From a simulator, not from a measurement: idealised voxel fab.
Module name: voxel trench capacitor (process module)
Section cut is 245 nm wide and gridded with 5 nm square cells.
Format of a cross-section: grid, square cells. Given as bands. Order: top down. Band: one or more rows of cells. Band: top height; bottom height; in nm. Then, left to right: material with width in nm, for each material. "all across": a single material spanning edge to edge. "empty": empty space. We count height from 0. Below that, the starting wafer is all one material. The lowest band never ends at the bottom but goes on down; see "z 0 and below" for how that is written. Width: "30..40" (first number = top row, second number = bottom row, same change from row to row of cells). "no change occurred" means the step left every cell of the cross-section as it was. The label "Completely sealed voids" introduces a list of the empty spaces, 8 cells or larger, that have no open way up to the top; each entry in it reads width x height at distance, where the distance is taken from the left edge and all three are stated in nm. Whatever follows a step's settings on its line is a remark the simulator itself makes about that step. overlay nm: right-of-plan distance of the mask on a masked step; negative values mean left-of-plan.

Process steps foreseen in the plan:
step 1: RECEIVE [material Si]
step 2: CONFORMAL_DEP [material SiN] [thk nm 5]
step 3: DIRECTIONAL_DEP [material aC] [thk nm 15]
step 4: PATTERN [tone open] [mask id TRENCH] [material resist] [width nm 25] [pitch nm 50] [thk nm 30] [overlay nm 0]
step 5: DIRECTIONAL_ETCH [etch materials aC] [depth nm 15]
step 6: STRIP [etch materials resist]
step 7: DIRECTIONAL_ETCH [etch materials SiN] [depth nm 5]
step 8: DIRECTIONAL_ETCH [etch materials Si] [depth nm 25]
step 9: STRIP [etch materials aC]
step 10: CONFORMAL_DEP [material HfO2] [thk nm 5]
step 11: CONFORMAL_DEP [material TiN] [thk nm 5]
step 12: FILL_DEP [material W] [thk nm 5]
step 13: CMP [height nm 5]

As-received wafer cross-section (after step 1):
  z 0 and below: Si all across
  Completely sealed voids: none

First of two wafers at the end of the module, shown in cross-section; run carried out as planned:
  z 5 to 0: 60 of SiN; 5 of HfO2; 5 of TiN; 5 of W; 5 of TiN; 5 of HfO2; 25 of SiN; 5 of HfO2; 5 of TiN; 5 of W; 5 of TiN; 5 of HfO2; 25 of SiN; 5 of HfO2; 5 of TiN; 5 of W; 5 of TiN; 5 of HfO2; 60 of SiN
  z 0 to -15: 60 of Si; 5 of HfO2; 5 of TiN; 5 of W; 5 of TiN; 5 of HfO2; 25 of Si; 5 of HfO2; 5 of TiN; 5 of W; 5 of TiN; 5 of HfO2; 25 of Si; 5 of HfO2; 5 of TiN; 5 of W; 5 of TiN; 5 of HfO2; 60 of Si
  z -15 to -20: 60 of Si; 5 of HfO2; 15 of TiN; 5 of HfO2; 25 of Si; 5 of HfO2; 15 of TiN; 5 of HfO2; 25 of Si; 5 of HfO2; 15 of TiN; 5 of HfO2; 60 of Si
  z -20 to -25: 60 of Si; 25 of HfO2; 25 of Si; 25 of HfO2; 25 of Si; 25 of HfO2; 60 of Si
  z -25 and below: Si all across
  Completely sealed voids: none

Wafer two, sectioned after the module: the first wafer's start, the first wafer's plan, and one mistake in how it was run:
  z 15 to 10: 70 of TiN; 5 of W; 45 of TiN; 5 of W; 45 of TiN; 5 of W; 70 of TiN
  z 10 to 5: 65 of HfO2; 5 of TiN; 5 of W; 5 of TiN; 35 of HfO2; 5 of TiN; 5 of W; 5 of TiN; 35 of HfO2; 5 of TiN; 5 of W; 5 of TiN; 65 of HfO2
  z 5 to 0: 60 of SiN; 5 of HfO2; 5 of TiN; 5 of W; 5 of TiN; 5 of HfO2; 25 of SiN; 5 of HfO2; 5 of TiN; 5 of W; 5 of TiN; 5 of HfO2; 25 of SiN; 5 of HfO2; 5 of TiN; 5 of W; 5 of TiN; 5 of HfO2; 60 of SiN
  z 0 to -15: 60 of Si; 5 of HfO2; 5 of TiN; 5 of W; 5 of TiN; 5 of HfO2; 25 of Si; 5 of HfO2; 5 of TiN; 5 of W; 5 of TiN; 5 of HfO2; 25 of Si; 5 of HfO2; 5 of TiN; 5 of W; 5 of TiN; 5 of HfO2; 60 of Si
  z -15 to -20: 60 of Si; 5 of HfO2; 15 of TiN; 5 of HfO2; 25 of Si; 5 of HfO2; 15 of TiN; 5 of HfO2; 25 of Si; 5 of HfO2; 15 of TiN; 5 of HfO2; 60 of Si
  z -20 to -25: 60 of Si; 25 of HfO2; 25 of Si; 25 of HfO2; 25 of Si; 25 of HfO2; 60 of Si
  z -25 and below: Si all across
  Completely sealed voids: none
Diagnosis: step 13 ran as: CMP [height nm 15]
Wrapping up, a cell-based count of both wafers puts the second over or under the first for these materials: 40 more of HfO2, 52 more of TiN, 6 more of W
